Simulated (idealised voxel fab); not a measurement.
process module | voxel local oxidation
cross-section cut | 285 nm wide | cells 5 nm
A cross-section is a grid of square cells, given in bands from the top down. A band is one or more rows of cells.
Each band's line starts with the height of the band's top and of its bottom, in nm. Then come its materials from left to right, each with its width in nm. One material with "throughout" fills the band from edge to edge. "air" is empty space.
Height 0 is the level under which the wafer as received is all one material. The lowest band goes on downwards, as in "0 down".
A width such as "30 to 40" changes by the same amount from each row of cells to the next, from the band's top row to its bottom row.
"no change" after a step means that no cell of the cross-section changed.
closed voids: empty space of 8 cells or more with no open way to the top, each as width x height at its distance from the left edge, in nm
after a step's settings: what the simulator itself notes on the step
overlay nm, on a step with a mask: how far to the right of its planned place the mask lay; to the left if negative
plan
1 op RECEIVE | material Si
2 op CONFORMAL_DEP | material SiO2 | thk nm 5
3 op CONFORMAL_DEP | material SiN | thk nm 10
4 op MASKED_ETCH | tone cover | mask id ACTIVE | width nm 110 | etch materials SiN | depth nm 10 | overlay nm 0
5 op SELECTIVE_ETCH | etch materials SiO2 | depth nm 5
6 op OXIDIZE | depth nm 15
7 op STRIP | etch materials SiN
varied across the wafers: thk nm of step 2. The plan shows the first wafer's value. All wafers start alike
first wafer as received, after step 1
  0 down: Si throughout
  closed voids: none
first wafer at the end, after step 7
  5 to 0: air 90 | SiO2 100 | air 95
  0 to -15: SiO2 105 | Si 70 | SiO2 110
  -15 down: Si throughout
  closed voids: none
last wafer at the end
  20 to 15: air 90 | SiO2 100 | air 95
  15 to 0: SiO2 throughout
  0 down: Si throughout
  closed voids: none
each wafer at the end: cells of each material gained (+) or lost (-) since it was received, then its closed voids
thk nm 5 | -129 Si | +149 SiO2 | closed voids: none
thk nm 10 | +77 SiO2 | closed voids: none
thk nm 15 | +134 SiO2 | closed voids: none
thk nm 20 | +191 SiO2 | closed voids: none
